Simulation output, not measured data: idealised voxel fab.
process module | voxel ribs on slabs
cross-section cut | 245 nm wide | cells 5 nm
A cross-section is a grid of square cells, given in bands from the top down. A band is one or more rows of cells.
Each band's line starts with the height of the band's top and of its bottom, in nm. Then come its materials from left to right, each with its width in nm. One material with "throughout" fills the band from edge to edge. "air" is empty space.
Height 0 is the level under which the wafer as received is all one material. The lowest band goes on downwards, as in "0 down".
A width such as "30 to 40" changes by the same amount from each row of cells to the next, from the band's top row to its bottom row.
"no change" after a step means that no cell of the cross-section changed.
closed voids: empty space of 8 cells or more with no open way to the top, each as width x height at its distance from the left edge, in nm
after a step's settings: what the simulator itself notes on the step
overlay nm, on a step with a mask: how far to the right of its planned place the mask lay; to the left if negative
plan
1 op RECEIVE | material Si
2 op DIRECTIONAL_DEP | material SiO2 | thk nm 20
3 op DIRECTIONAL_DEP | material polySi | thk nm 25
4 op MASKED_ETCH | tone cover | mask id RIB | width nm 30 | etch materials polySi | depth nm 5 | overlay nm 0
5 op DIRECTIONAL_DEP | material aC | thk nm 15
6 op PATTERN | tone cover | mask id SLAB | material resist | width nm 70 | thk nm 30 | overlay nm 0
7 op DIRECTIONAL_ETCH | etch materials aC | depth nm 15
8 op STRIP | etch materials resist
9 op DIRECTIONAL_ETCH | etch materials polySi | depth nm 20
10 op STRIP | etch materials aC
11 op FILL_DEP | material SiO2 | thk nm 25
12 op CMP | height nm 65
13 op DIRECTIONAL_DEP | material W | thk nm 10
14 op PATTERN | tone cover | mask id HEATER | material resist | width nm 40 | thk nm 15 | overlay nm -15
15 op DIRECTIONAL_ETCH | etch materials W | depth nm 10
16 op STRIP | etch materials resist
17 op CONFORMAL_DEP | material SiO2 | thk nm 10
varied across the wafers: overlay nm of step 14. The plan shows the first wafer's value. All wafers start alike
first wafer as received, after step 1
  0 down: Si throughout
  closed voids: none
first wafer at the end, after step 17
  85 to 75: air 75 | SiO2 60 | air 110
  75 to 65: SiO2 85 | W 40 | SiO2 120
  65 to 45: SiO2 throughout
  45 to 40: SiO2 105 | polySi 30 | SiO2 110
  40 to 20: SiO2 85 | polySi 70 | SiO2 90
  20 to 0: SiO2 throughout
  0 down: Si throughout
  closed voids: none
last wafer at the end
  85 to 75: air 105 | SiO2 60 | air 80
  75 to 65: SiO2 115 | W 40 | SiO2 90
  65 to 45: SiO2 throughout
  45 to 40: SiO2 105 | polySi 30 | SiO2 110
  40 to 20: SiO2 85 | polySi 70 | SiO2 90
  20 to 0: SiO2 throughout
  0 down: Si throughout
  closed voids: none
each wafer at the end: cells of each material gained (+) or lost (-) since it was received, then its closed voids
overlay nm -15 | +681 SiO2 | +16 W | +62 polySi | closed voids: none
overlay nm -10 | +681 SiO2 | +16 W | +62 polySi | closed voids: none
overlay nm -5 | +681 SiO2 | +16 W | +62 polySi | closed voids: none
overlay nm 0 | +681 SiO2 | +16 W | +62 polySi | closed voids: none
overlay nm 5 | +681 SiO2 | +16 W | +62 polySi | closed voids: none
overlay nm 10 | +681 SiO2 | +16 W | +62 polySi | closed voids: none
overlay nm 15 | +681 SiO2 | +16 W | +62 polySi | closed voids: none
